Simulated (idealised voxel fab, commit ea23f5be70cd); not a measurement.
process module | voxel gate over fins
cross-section cut | 170 nm wide | cells 5 nm
A cross-section is a grid of square cells, given in bands from the top down. A band is one or more rows of cells.
Each band's line starts with the height of the band's top and of its bottom, in nm. Then come its materials from left to right, each with its width in nm. One material with "throughout" fills the band from edge to edge. "air" is empty space.
Height 0 is the level under which the wafer as received is all one material. The lowest band goes on downwards, as in "0 down".
A width such as "30 to 40" changes by the same amount from each row of cells to the next, from the band's top row to its bottom row.
"no change" after a step means that no cell of the cross-section changed.
closed voids: empty space of 8 cells or more with no open way to the top, each as width x height at its distance from the left edge, in nm
after a step's settings: what the simulator itself notes on the step
overlay nm, on a step with a mask: how far to the right of its planned place the mask lay; to the left if negative
plan
1 op RECEIVE | material Si
2 op CONFORMAL_DEP | material SiN | thk nm 5
3 op MASKED_ETCH | tone cover | mask id FINS | width nm 15 | pitch nm 60 | etch materials SiN | depth nm 5 | overlay nm 0
4 op MASKED_ETCH | tone cover | mask id FINS | width nm 15 | pitch nm 60 | etch materials Si | depth nm 40 | overlay nm 0
5 op FILL_DEP | material SiO2 | thk nm 10
6 op CMP | height nm 5
7 op DIRECTIONAL_DEP | material aC | thk nm 10
8 op PATTERN | tone open | mask id RAIL | material resist | width nm 15 | thk nm 25 | overlay nm 0
9 op DIRECTIONAL_ETCH | etch materials aC | depth nm 10
10 op STRIP | etch materials resist
11 op DIRECTIONAL_ETCH | etch materials SiO2 | depth nm 40
12 op STRIP | etch materials aC
13 op CONFORMAL_DEP | material TiN | thk nm 5
14 op FILL_DEP | material Ru | thk nm 5
15 op CMP | height nm 5
16 op SELECTIVE_ETCH | etch materials W Ru TiN | depth nm 20
17 op FILL_DEP | material SiO2 | thk nm 5
18 op CMP | height nm 5
19 op SELECTIVE_ETCH | etch materials SiO2 | depth nm 15
20 op STRIP | etch materials SiN
21 op CONFORMAL_DEP | material HfO2 | thk nm 5
22 op CONFORMAL_DEP | material TiN | thk nm 5
23 op FILL_DEP | material W | thk nm 15
24 op CMP | height nm 20
25 op CONFORMAL_DEP | material SiCN | thk nm 10
as received, after step 1
  0 down: Si throughout
  closed voids: none
first wafer at the end, as planned
  30 to 20: SiCN throughout
  20 to 10: W throughout
  10 to 5: W 35 | TiN 35 | W 25 | TiN 35 | W 40
  5 to 0: W 35 | TiN 5 | HfO2 25 | TiN 5 | W 25 | TiN 5 | HfO2 25 | TiN 5 | W 40
  0 to -5: TiN 40 | HfO2 5 | Si 15 | HfO2 5 | TiN 35 | HfO2 5 | Si 15 | HfO2 5 | TiN 45
  -5 to -10: HfO2 45 | Si 15 | HfO2 45 | Si 15 | HfO2 50
  -10 to -15: SiO2 45 | Si 15 | SiO2 45 | Si 15 | SiO2 50
  -15 to -30: SiO2 45 | Si 15 | SiO2 15 | TiN 5 | Ru 5 | TiN 5 | SiO2 15 | Si 15 | SiO2 50
  -30 to -35: SiO2 45 | Si 15 | SiO2 15 | TiN 15 | SiO2 15 | Si 15 | SiO2 50
  -35 to -40: SiO2 45 | Si 15 | SiO2 45 | Si 15 | SiO2 50
  -40 down: Si throughout
  closed voids: none
second wafer at the end: like start, like plan, one mistake
  30 to 20: SiCN throughout
  20 to 10: W throughout
  10 to 5: W 35 | TiN 35 | W 25 | TiN 35 | W 40
  5 to 0: W 35 | TiN 5 | HfO2 25 | TiN 5 | W 25 | TiN 5 | HfO2 25 | TiN 5 | W 40
  0 to -5: TiN 40 | HfO2 5 | Si 15 | HfO2 5 | TiN 35 | HfO2 5 | Si 15 | HfO2 5 | TiN 45
  -5 to -10: HfO2 45 | Si 15 | HfO2 45 | Si 15 | HfO2 50
  -10 to -15: SiO2 45 | Si 15 | SiO2 45 | Si 15 | SiO2 50
  -15 to -30: SiO2 45 | Si 15 | SiO2 10 | TiN 5 | Ru 5 | TiN 5 | SiO2 20 | Si 15 | SiO2 50
  -30 to -35: SiO2 45 | Si 15 | SiO2 10 | TiN 15 | SiO2 20 | Si 15 | SiO2 50
  -35 to -40: SiO2 45 | Si 15 | SiO2 45 | Si 15 | SiO2 50
  -40 down: Si throughout
  closed voids: none
what went wrong: step 8 ran as: op PATTERN | tone open | mask id RAIL | material resist | width nm 15 | thk nm 25 | overlay nm -5
at the end the second wafer has, in cells: as many of each material as the first, in other places
